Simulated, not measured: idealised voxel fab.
process module | voxel wiring stack
cross-section cut | 260 nm wide | cells 5 nm
A cross-section is a grid of square cells, given in bands from the top down. A band is one or more rows of cells.
Each band's line starts with the height of the band's top and of its bottom, in nm. Then come its materials from left to right, each with its width in nm. One material with "throughout" fills the band from edge to edge. "air" is empty space.
Height 0 is the level under which the wafer as received is all one material. The lowest band goes on downwards, as in "0 down".
A width such as "30 to 40" changes by the same amount from each row of cells to the next, from the band's top row to its bottom row.
"no change" after a step means that no cell of the cross-section changed.
closed voids: empty space of 8 cells or more with no open way to the top, each as width x height at its distance from the left edge, in nm
after a step's settings: what the simulator itself notes on the step
overlay nm, on a step with a mask: how far to the right of its planned place the mask lay; to the left if negative
plan
1 op RECEIVE | material Si
2 op CONFORMAL_DEP | material SiO2 | thk nm 10
3 op CONFORMAL_DEP | material SiN | thk nm 5
4 op DIRECTIONAL_DEP | material lowk | thk nm 20
5 op PATTERN | tone open | mask id METAL_1 | material resist | width nm 20 | pitch nm 40 | thk nm 15 | overlay nm 0
6 op DIRECTIONAL_ETCH | etch materials lowk | depth nm 20
7 op DIRECTIONAL_ETCH | etch materials SiN | depth nm 5
8 op STRIP | etch materials resist
9 op CONFORMAL_DEP | material TiN | thk nm 5
10 op FILL_DEP | material Cu | thk nm 10
11 op CMP | height nm 35
12 op EPI | material Ru | thk nm 5
13 op FILL_DEP | material SiCN | thk nm 5
14 op DIRECTIONAL_DEP | material SiO2 | thk nm 15
15 op MASKED_ETCH | tone open | mask id PLUG_1 | width nm 15 | pitch nm 40 | etch materials SiO2 | depth nm 15 | overlay nm 0
16 op MASKED_ETCH | tone open | mask id PLUG_1 | width nm 15 | pitch nm 40 | etch materials SiCN | depth nm 5 | overlay nm 0
17 op EPI | material Ru | thk nm 10
18 op EPI | material Ru | thk nm 10
19 op CONFORMAL_DEP | material SiN | thk nm 5
20 op DIRECTIONAL_DEP | material SiO2 | thk nm 25
21 op PATTERN | tone open | mask id METAL_2 | material resist | width nm 20 | pitch nm 40 | thk nm 15 | overlay nm 0
22 op DIRECTIONAL_ETCH | etch materials SiO2 | depth nm 25
23 op DIRECTIONAL_ETCH | etch materials SiN | depth nm 5
24 op STRIP | etch materials resist
25 op CONFORMAL_DEP | material TiN | thk nm 5
26 op FILL_DEP | material W | thk nm 5
27 op CMP | height nm 90
28 op EPI | material Ru | thk nm 5
29 op FILL_DEP | material SiCN | thk nm 5
30 op DIRECTIONAL_DEP | material lowk | thk nm 35
31 op MASKED_ETCH | tone open | mask id METAL_3 | width nm 20 | pitch nm 40 | etch materials lowk | depth nm 20 | overlay nm 0
32 op DIRECTIONAL_DEP | material aC | thk nm 15
33 op PATTERN | tone open | mask id METAL_3_HOLES | material resist | width nm 15 | pitch nm 80 | thk nm 35 | overlay nm 0
34 op DIRECTIONAL_ETCH | etch materials aC | depth nm 15
35 op STRIP | etch materials resist
36 op DIRECTIONAL_ETCH | etch materials lowk | depth nm 15
37 op DIRECTIONAL_ETCH | etch materials SiCN | depth nm 5
38 op STRIP | etch materials aC
39 op CONFORMAL_DEP | material TiN | thk nm 5
40 op FILL_DEP | material Ru | thk nm 10
41 op CMP | height nm 135
42 op CONFORMAL_DEP | material SiCN | thk nm 5
first wafer, as planned
as received, after step 1
  0 down: Si throughout
  closed voids: none
after step 2
  10 to 0: SiO2 throughout
  below 0: unchanged
after step 3
  15 to 10: SiN throughout
  below 10: unchanged
after step 4
  35 to 15: lowk throughout
  below 15: unchanged
after step 5
  50 to 35: resist 60 | air 20 | resist 20 | air 20 | resist 20 | air 20 | resist 20 | air 20 | resist 60
  below 35: unchanged
after step 6
  50 to 35: resist 60 | air 20 | resist 20 | air 20 | resist 20 | air 20 | resist 20 | air 20 | resist 60
  35 to 15: lowk 60 | air 20 | lowk 20 | air 20 | lowk 20 | air 20 | lowk 20 | air 20 | lowk 60
  below 15: unchanged
after step 7
  50 to 35: resist 60 | air 20 | resist 20 | air 20 | resist 20 | air 20 | resist 20 | air 20 | resist 60
  35 to 15: lowk 60 | air 20 | lowk 20 | air 20 | lowk 20 | air 20 | lowk 20 | air 20 | lowk 60
  15 to 10: SiN 60 | air 20 | SiN 20 | air 20 | SiN 20 | air 20 | SiN 20 | air 20 | SiN 60
  below 10: unchanged
after step 8
  35 to 15: lowk 60 | air 20 | lowk 20 | air 20 | lowk 20 | air 20 | lowk 20 | air 20 | lowk 60
  below 15: unchanged
after step 9
  40 to 35: TiN 65 | air 10 | TiN 30 | air 10 | TiN 30 | air 10 | TiN 30 | air 10 | TiN 65
  35 to 15: lowk 60 | TiN 5 | air 10 | TiN 5 | lowk 20 | TiN 5 | air 10 | TiN 5 | lowk 20 | TiN 5 | air 10 | TiN 5 | lowk 20 | TiN 5 | air 10 | TiN 5 | lowk 60
  15 to 10: SiN 60 | TiN 20 | SiN 20 | TiN 20 | SiN 20 | TiN 20 | SiN 20 | TiN 20 | SiN 60
  below 10: unchanged
after step 10
  50 to 40: Cu throughout
  40 to 35: TiN 65 | Cu 10 | TiN 30 | Cu 10 | TiN 30 | Cu 10 | TiN 30 | Cu 10 | TiN 65
  35 to 15: lowk 60 | TiN 5 | Cu 10 | TiN 5 | lowk 20 | TiN 5 | Cu 10 | TiN 5 | lowk 20 | TiN 5 | Cu 10 | TiN 5 | lowk 20 | TiN 5 | Cu 10 | TiN 5 | lowk 60
  below 15: unchanged
after step 11
  35 to 15: lowk 60 | TiN 5 | Cu 10 | TiN 5 | lowk 20 | TiN 5 | Cu 10 | TiN 5 | lowk 20 | TiN 5 | Cu 10 | TiN 5 | lowk 20 | TiN 5 | Cu 10 | TiN 5 | lowk 60
  below 15: unchanged
after step 12
  40 to 35: air 55 | Ru 30 | air 10 | Ru 30 | air 10 | Ru 30 | air 10 | Ru 30 | air 55
  below 35: unchanged
after step 13
  45 to 40: SiCN throughout
  40 to 35: SiCN 55 | Ru 30 | SiCN 10 | Ru 30 | SiCN 10 | Ru 30 | SiCN 10 | Ru 30 | SiCN 55
  below 35: unchanged
after step 14
  60 to 45: SiO2 throughout
  below 45: unchanged
after step 15
  60 to 45: SiO2 60 | air 15 | SiO2 25 | air 15 | SiO2 25 | air 15 | SiO2 25 | air 15 | SiO2 65
  below 45: unchanged
after step 16
  60 to 45: SiO2 60 | air 15 | SiO2 25 | air 15 | SiO2 25 | air 15 | SiO2 25 | air 15 | SiO2 65
  45 to 40: SiCN 60 | air 15 | SiCN 25 | air 15 | SiCN 25 | air 15 | SiCN 25 | air 15 | SiCN 65
  below 40: unchanged
after step 17
  60 to 50: SiO2 60 | air 15 | SiO2 25 | air 15 | SiO2 25 | air 15 | SiO2 25 | air 15 | SiO2 65
  50 to 45: SiO2 60 | Ru 15 | SiO2 25 | Ru 15 | SiO2 25 | Ru 15 | SiO2 25 | Ru 15 | SiO2 65
  45 to 35: SiCN 60 to 55 | Ru 15 to 30 | SiCN 25 to 10 | Ru 15 to 30 | SiCN 25 to 10 | Ru 15 to 30 | SiCN 25 to 10 | Ru 15 to 30 | SiCN 65 to 55
  below 35: unchanged
after step 18
  60 to 45: SiO2 60 | Ru 15 | SiO2 25 | Ru 15 | SiO2 25 | Ru 15 | SiO2 25 | Ru 15 | SiO2 65
  below 45: unchanged
after step 19
  65 to 60: SiN throughout
  below 60: unchanged
after step 20
  90 to 65: SiO2 throughout
  below 65: unchanged
after step 21
  105 to 90: resist 60 | air 20 | resist 20 | air 20 | resist 20 | air 20 | resist 20 | air 20 | resist 60
  below 90: unchanged
after step 22
  105 to 90: resist 60 | air 20 | resist 20 | air 20 | resist 20 | air 20 | resist 20 | air 20 | resist 60
  90 to 65: SiO2 60 | air 20 | SiO2 20 | air 20 | SiO2 20 | air 20 | SiO2 20 | air 20 | SiO2 60
  below 65: unchanged
after step 23
  105 to 90: resist 60 | air 20 | resist 20 | air 20 | resist 20 | air 20 | resist 20 | air 20 | resist 60
  90 to 65: SiO2 60 | air 20 | SiO2 20 | air 20 | SiO2 20 | air 20 | SiO2 20 | air 20 | SiO2 60
  65 to 60: SiN 60 | air 20 | SiN 20 | air 20 | SiN 20 | air 20 | SiN 20 | air 20 | SiN 60
  below 60: unchanged
after step 24
  90 to 65: SiO2 60 | air 20 | SiO2 20 | air 20 | SiO2 20 | air 20 | SiO2 20 | air 20 | SiO2 60
  below 65: unchanged
after step 25
  95 to 90: TiN 65 | air 10 | TiN 30 | air 10 | TiN 30 | air 10 | TiN 30 | air 10 | TiN 65
  90 to 65: SiO2 60 | TiN 5 | air 10 | TiN 5 | SiO2 20 | TiN 5 | air 10 | TiN 5 | SiO2 20 | TiN 5 | air 10 | TiN 5 | SiO2 20 | TiN 5 | air 10 | TiN 5 | SiO2 60
  65 to 60: SiN 60 | TiN 20 | SiN 20 | TiN 20 | SiN 20 | TiN 20 | SiN 20 | TiN 20 | SiN 60
  below 60: unchanged
after step 26
  100 to 95: W throughout
  95 to 90: TiN 65 | W 10 | TiN 30 | W 10 | TiN 30 | W 10 | TiN 30 | W 10 | TiN 65
  90 to 65: SiO2 60 | TiN 5 | W 10 | TiN 5 | SiO2 20 | TiN 5 | W 10 | TiN 5 | SiO2 20 | TiN 5 | W 10 | TiN 5 | SiO2 20 | TiN 5 | W 10 | TiN 5 | SiO2 60
  below 65: unchanged
after step 27
  90 to 65: SiO2 60 | TiN 5 | W 10 | TiN 5 | SiO2 20 | TiN 5 | W 10 | TiN 5 | SiO2 20 | TiN 5 | W 10 | TiN 5 | SiO2 20 | TiN 5 | W 10 | TiN 5 | SiO2 60
  below 65: unchanged
after step 28
  95 to 90: air 55 | Ru 30 | air 10 | Ru 30 | air 10 | Ru 30 | air 10 | Ru 30 | air 55
  below 90: unchanged
after step 29
  100 to 95: SiCN throughout
  95 to 90: SiCN 55 | Ru 30 | SiCN 10 | Ru 30 | SiCN 10 | Ru 30 | SiCN 10 | Ru 30 | SiCN 55
  below 90: unchanged
after step 30
  135 to 100: lowk throughout
  below 100: unchanged
after step 31
  135 to 115: lowk 60 | air 20 | lowk 20 | air 20 | lowk 20 | air 20 | lowk 20 | air 20 | lowk 60
  below 115: unchanged
after step 32
  150 to 135: aC 60 | air 20 | aC 20 | air 20 | aC 20 | air 20 | aC 20 | air 20 | aC 60
  135 to 130: lowk 60 | air 20 | lowk 20 | air 20 | lowk 20 | air 20 | lowk 20 | air 20 | lowk 60
  130 to 115: lowk 60 | aC 20 | lowk 20 | aC 20 | lowk 20 | aC 20 | lowk 20 | aC 20 | lowk 60
  below 115: unchanged
after step 33
  185 to 150: resist 60 | air 15 | resist 65 | air 15 | resist 105
  150 to 135: aC 60 | air 15 | resist 5 | aC 20 | resist 20 | aC 20 | air 15 | resist 5 | aC 20 | resist 20 | aC 60
  135 to 130: lowk 60 | air 15 | resist 5 | lowk 20 | resist 20 | lowk 20 | air 15 | resist 5 | lowk 20 | resist 20 | lowk 60
  below 130: unchanged
after step 34
  170 to 150: resist 60 | air 15 | resist 65 | air 15 | resist 105
  150 to 135: aC 60 | air 15 | resist 5 | aC 20 | resist 20 | aC 20 | air 15 | resist 5 | aC 20 | resist 20 | aC 60
  135 to 130: lowk 60 | air 15 | resist 5 | lowk 20 | resist 20 | lowk 20 | air 15 | resist 5 | lowk 20 | resist 20 | lowk 60
  130 to 115: lowk 60 | air 15 | aC 5 | lowk 20 | aC 20 | lowk 20 | air 15 | aC 5 | lowk 20 | aC 20 | lowk 60
  below 115: unchanged
after step 35
  150 to 135: aC 60 | air 20 | aC 20 | air 20 | aC 20 | air 20 | aC 20 | air 20 | aC 60
  135 to 130: lowk 60 | air 20 | lowk 20 | air 20 | lowk 20 | air 20 | lowk 20 | air 20 | lowk 60
  below 130: unchanged
after step 36
  150 to 135: aC 60 | air 20 | aC 20 | air 20 | aC 20 | air 20 | aC 20 | air 20 | aC 60
  135 to 130: lowk 60 | air 20 | lowk 20 | air 20 | lowk 20 | air 20 | lowk 20 | air 20 | lowk 60
  130 to 115: lowk 60 | air 15 | aC 5 | lowk 20 | aC 20 | lowk 20 | air 15 | aC 5 | lowk 20 | aC 20 | lowk 60
  115 to 100: lowk 60 | air 15 | lowk 65 | air 15 | lowk 105
  below 100: unchanged
after step 37
  150 to 135: aC 60 | air 20 | aC 20 | air 20 | aC 20 | air 20 | aC 20 | air 20 | aC 60
  135 to 130: lowk 60 | air 20 | lowk 20 | air 20 | lowk 20 | air 20 | lowk 20 | air 20 | lowk 60
  130 to 115: lowk 60 | air 15 | aC 5 | lowk 20 | aC 20 | lowk 20 | air 15 | aC 5 | lowk 20 | aC 20 | lowk 60
  115 to 100: lowk 60 | air 15 | lowk 65 | air 15 | lowk 105
  100 to 95: SiCN 60 | air 15 | SiCN 65 | air 15 | SiCN 105
  below 95: unchanged
after step 38
  135 to 115: lowk 60 | air 20 | lowk 20 | air 20 | lowk 20 | air 20 | lowk 20 | air 20 | lowk 60
  below 115: unchanged
after step 39
  140 to 135: TiN 65 | air 10 | TiN 30 | air 10 | TiN 30 | air 10 | TiN 30 | air 10 | TiN 65
  135 to 120: lowk 60 | TiN 5 | air 10 | TiN 5 | lowk 20 | TiN 5 | air 10 | TiN 5 | lowk 20 | TiN 5 | air 10 | TiN 5 | lowk 20 | TiN 5 | air 10 | TiN 5 | lowk 60
  120 to 115: lowk 60 | TiN 5 | air 5 | TiN 10 | lowk 20 | TiN 20 | lowk 20 | TiN 5 | air 5 | TiN 10 | lowk 20 | TiN 20 | lowk 60
  115 to 100: lowk 60 | TiN 5 | air 5 | TiN 5 | lowk 65 | TiN 5 | air 5 | TiN 5 | lowk 105
  100 to 95: SiCN 60 | TiN 15 | SiCN 65 | TiN 15 | SiCN 105
  below 95: unchanged
after step 40
  150 to 140: Ru throughout
  140 to 135: TiN 65 | Ru 10 | TiN 30 | Ru 10 | TiN 30 | Ru 10 | TiN 30 | Ru 10 | TiN 65
  135 to 120: lowk 60 | TiN 5 | Ru 10 | TiN 5 | lowk 20 | TiN 5 | Ru 10 | TiN 5 | lowk 20 | TiN 5 | Ru 10 | TiN 5 | lowk 20 | TiN 5 | Ru 10 | TiN 5 | lowk 60
  120 to 115: lowk 60 | TiN 5 | Ru 5 | TiN 10 | lowk 20 | TiN 20 | lowk 20 | TiN 5 | Ru 5 | TiN 10 | lowk 20 | TiN 20 | lowk 60
  115 to 100: lowk 60 | TiN 5 | Ru 5 | TiN 5 | lowk 65 | TiN 5 | Ru 5 | TiN 5 | lowk 105
  below 100: unchanged
after step 41
  135 to 120: lowk 60 | TiN 5 | Ru 10 | TiN 5 | lowk 20 | TiN 5 | Ru 10 | TiN 5 | lowk 20 | TiN 5 | Ru 10 | TiN 5 | lowk 20 | TiN 5 | Ru 10 | TiN 5 | lowk 60
  below 120: unchanged
after step 42
  140 to 135: SiCN throughout
  below 135: unchanged
second wafer: like start, like plan, one mistake. Through step 10 it matches the first wafer
when step 11 should have ended: no change
when step 12 should have ended
  55 to 50: Ru throughout
  below 50: unchanged
when step 13 should have ended
  60 to 55: SiCN throughout
  below 55: unchanged
when step 14 should have ended
  75 to 60: SiO2 throughout
  below 60: unchanged
when step 15 should have ended
  75 to 60: SiO2 60 | air 15 | SiO2 25 | air 15 | SiO2 25 | air 15 | SiO2 25 | air 15 | SiO2 65
  below 60: unchanged
when step 16 should have ended
  75 to 60: SiO2 60 | air 15 | SiO2 25 | air 15 | SiO2 25 | air 15 | SiO2 25 | air 15 | SiO2 65
  60 to 55: SiCN 60 | air 15 | SiCN 25 | air 15 | SiCN 25 | air 15 | SiCN 25 | air 15 | SiCN 65
  below 55: unchanged
when step 17 should have ended
  75 to 65: SiO2 60 | air 15 | SiO2 25 | air 15 | SiO2 25 | air 15 | SiO2 25 | air 15 | SiO2 65
  65 to 60: SiO2 60 | Ru 15 | SiO2 25 | Ru 15 | SiO2 25 | Ru 15 | SiO2 25 | Ru 15 | SiO2 65
  60 to 55: SiCN 60 | Ru 15 | SiCN 25 | Ru 15 | SiCN 25 | Ru 15 | SiCN 25 | Ru 15 | SiCN 65
  below 55: unchanged
when step 18 should have ended
  75 to 60: SiO2 60 | Ru 15 | SiO2 25 | Ru 15 | SiO2 25 | Ru 15 | SiO2 25 | Ru 15 | SiO2 65
  below 60: unchanged
when step 19 should have ended
  80 to 75: SiN throughout
  below 75: unchanged
when step 20 should have ended
  105 to 80: SiO2 throughout
  below 80: unchanged
when step 21 should have ended
  120 to 105: resist 60 | air 20 | resist 20 | air 20 | resist 20 | air 20 | resist 20 | air 20 | resist 60
  below 105: unchanged
when step 22 should have ended
  120 to 105: resist 60 | air 20 | resist 20 | air 20 | resist 20 | air 20 | resist 20 | air 20 | resist 60
  105 to 80: SiO2 60 | air 20 | SiO2 20 | air 20 | SiO2 20 | air 20 | SiO2 20 | air 20 | SiO2 60
  below 80: unchanged
when step 23 should have ended
  120 to 105: resist 60 | air 20 | resist 20 | air 20 | resist 20 | air 20 | resist 20 | air 20 | resist 60
  105 to 80: SiO2 60 | air 20 | SiO2 20 | air 20 | SiO2 20 | air 20 | SiO2 20 | air 20 | SiO2 60
  80 to 75: SiN 60 | air 20 | SiN 20 | air 20 | SiN 20 | air 20 | SiN 20 | air 20 | SiN 60
  below 75: unchanged
when step 24 should have ended
  105 to 80: SiO2 60 | air 20 | SiO2 20 | air 20 | SiO2 20 | air 20 | SiO2 20 | air 20 | SiO2 60
  below 80: unchanged
when step 25 should have ended
  110 to 105: TiN 65 | air 10 | TiN 30 | air 10 | TiN 30 | air 10 | TiN 30 | air 10 | TiN 65
  105 to 80: SiO2 60 | TiN 5 | air 10 | TiN 5 | SiO2 20 | TiN 5 | air 10 | TiN 5 | SiO2 20 | TiN 5 | air 10 | TiN 5 | SiO2 20 | TiN 5 | air 10 | TiN 5 | SiO2 60
  80 to 75: SiN 60 | TiN 20 | SiN 20 | TiN 20 | SiN 20 | TiN 20 | SiN 20 | TiN 20 | SiN 60
  below 75: unchanged
when step 26 should have ended
  115 to 110: W throughout
  110 to 105: TiN 65 | W 10 | TiN 30 | W 10 | TiN 30 | W 10 | TiN 30 | W 10 | TiN 65
  105 to 80: SiO2 60 | TiN 5 | W 10 | TiN 5 | SiO2 20 | TiN 5 | W 10 | TiN 5 | SiO2 20 | TiN 5 | W 10 | TiN 5 | SiO2 20 | TiN 5 | W 10 | TiN 5 | SiO2 60
  below 80: unchanged
when step 27 should have ended
  90 to 80: SiO2 60 | TiN 5 | W 10 | TiN 5 | SiO2 20 | TiN 5 | W 10 | TiN 5 | SiO2 20 | TiN 5 | W 10 | TiN 5 | SiO2 20 | TiN 5 | W 10 | TiN 5 | SiO2 60
  below 80: unchanged
when step 28 should have ended
  95 to 90: air 55 | Ru 30 | air 10 | Ru 30 | air 10 | Ru 30 | air 10 | Ru 30 | air 55
  below 90: unchanged
when step 29 should have ended
  100 to 95: SiCN throughout
  95 to 90: SiCN 55 | Ru 30 | SiCN 10 | Ru 30 | SiCN 10 | Ru 30 | SiCN 10 | Ru 30 | SiCN 55
  below 90: unchanged
when step 30 should have ended
  135 to 100: lowk throughout
  below 100: unchanged
when step 31 should have ended
  135 to 115: lowk 60 | air 20 | lowk 20 | air 20 | lowk 20 | air 20 | lowk 20 | air 20 | lowk 60
  below 115: unchanged
when step 32 should have ended
  150 to 135: aC 60 | air 20 | aC 20 | air 20 | aC 20 | air 20 | aC 20 | air 20 | aC 60
  135 to 130: lowk 60 | air 20 | lowk 20 | air 20 | lowk 20 | air 20 | lowk 20 | air 20 | lowk 60
  130 to 115: lowk 60 | aC 20 | lowk 20 | aC 20 | lowk 20 | aC 20 | lowk 20 | aC 20 | lowk 60
  below 115: unchanged
when step 33 should have ended
  185 to 150: resist 60 | air 15 | resist 65 | air 15 | resist 105
  150 to 135: aC 60 | air 15 | resist 5 | aC 20 | resist 20 | aC 20 | air 15 | resist 5 | aC 20 | resist 20 | aC 60
  135 to 130: lowk 60 | air 15 | resist 5 | lowk 20 | resist 20 | lowk 20 | air 15 | resist 5 | lowk 20 | resist 20 | lowk 60
  below 130: unchanged
when step 34 should have ended
  170 to 150: resist 60 | air 15 | resist 65 | air 15 | resist 105
  150 to 135: aC 60 | air 15 | resist 5 | aC 20 | resist 20 | aC 20 | air 15 | resist 5 | aC 20 | resist 20 | aC 60
  135 to 130: lowk 60 | air 15 | resist 5 | lowk 20 | resist 20 | lowk 20 | air 15 | resist 5 | lowk 20 | resist 20 | lowk 60
  130 to 115: lowk 60 | air 15 | aC 5 | lowk 20 | aC 20 | lowk 20 | air 15 | aC 5 | lowk 20 | aC 20 | lowk 60
  below 115: unchanged
when step 35 should have ended
  150 to 135: aC 60 | air 20 | aC 20 | air 20 | aC 20 | air 20 | aC 20 | air 20 | aC 60
  135 to 130: lowk 60 | air 20 | lowk 20 | air 20 | lowk 20 | air 20 | lowk 20 | air 20 | lowk 60
  below 130: unchanged
when step 36 should have ended
  150 to 135: aC 60 | air 20 | aC 20 | air 20 | aC 20 | air 20 | aC 20 | air 20 | aC 60
  135 to 130: lowk 60 | air 20 | lowk 20 | air 20 | lowk 20 | air 20 | lowk 20 | air 20 | lowk 60
  130 to 115: lowk 60 | air 15 | aC 5 | lowk 20 | aC 20 | lowk 20 | air 15 | aC 5 | lowk 20 | aC 20 | lowk 60
  115 to 100: lowk 60 | air 15 | lowk 65 | air 15 | lowk 105
  below 100: unchanged
when step 37 should have ended
  150 to 135: aC 60 | air 20 | aC 20 | air 20 | aC 20 | air 20 | aC 20 | air 20 | aC 60
  135 to 130: lowk 60 | air 20 | lowk 20 | air 20 | lowk 20 | air 20 | lowk 20 | air 20 | lowk 60
  130 to 115: lowk 60 | air 15 | aC 5 | lowk 20 | aC 20 | lowk 20 | air 15 | aC 5 | lowk 20 | aC 20 | lowk 60
  115 to 100: lowk 60 | air 15 | lowk 65 | air 15 | lowk 105
  100 to 95: SiCN 60 | air 15 | SiCN 65 | air 15 | SiCN 105
  below 95: unchanged
when step 38 should have ended
  135 to 115: lowk 60 | air 20 | lowk 20 | air 20 | lowk 20 | air 20 | lowk 20 | air 20 | lowk 60
  below 115: unchanged
when step 39 should have ended
  140 to 135: TiN 65 | air 10 | TiN 30 | air 10 | TiN 30 | air 10 | TiN 30 | air 10 | TiN 65
  135 to 120: lowk 60 | TiN 5 | air 10 | TiN 5 | lowk 20 | TiN 5 | air 10 | TiN 5 | lowk 20 | TiN 5 | air 10 | TiN 5 | lowk 20 | TiN 5 | air 10 | TiN 5 | lowk 60
  120 to 115: lowk 60 | TiN 5 | air 5 | TiN 10 | lowk 20 | TiN 20 | lowk 20 | TiN 5 | air 5 | TiN 10 | lowk 20 | TiN 20 | lowk 60
  115 to 100: lowk 60 | TiN 5 | air 5 | TiN 5 | lowk 65 | TiN 5 | air 5 | TiN 5 | lowk 105
  100 to 95: SiCN 60 | TiN 15 | SiCN 65 | TiN 15 | SiCN 105
  below 95: unchanged
when step 40 should have ended
  150 to 140: Ru throughout
  140 to 135: TiN 65 | Ru 10 | TiN 30 | Ru 10 | TiN 30 | Ru 10 | TiN 30 | Ru 10 | TiN 65
  135 to 120: lowk 60 | TiN 5 | Ru 10 | TiN 5 | lowk 20 | TiN 5 | Ru 10 | TiN 5 | lowk 20 | TiN 5 | Ru 10 | TiN 5 | lowk 20 | TiN 5 | Ru 10 | TiN 5 | lowk 60
  120 to 115: lowk 60 | TiN 5 | Ru 5 | TiN 10 | lowk 20 | TiN 20 | lowk 20 | TiN 5 | Ru 5 | TiN 10 | lowk 20 | TiN 20 | lowk 60
  115 to 100: lowk 60 | TiN 5 | Ru 5 | TiN 5 | lowk 65 | TiN 5 | Ru 5 | TiN 5 | lowk 105
  below 100: unchanged
when step 41 should have ended
  135 to 120: lowk 60 | TiN 5 | Ru 10 | TiN 5 | lowk 20 | TiN 5 | Ru 10 | TiN 5 | lowk 20 | TiN 5 | Ru 10 | TiN 5 | lowk 20 | TiN 5 | Ru 10 | TiN 5 | lowk 60
  below 120: unchanged
when step 42 should have ended
  140 to 135: SiCN throughout
  below 135: unchanged
what went wrong: step 11 was left out
at the end the second wafer has, in cells: 112 more of Cu | 28 more of Ru | 28 fewer of SiCN | 108 fewer of SiO2 | 20 more of TiN | 24 fewer of W
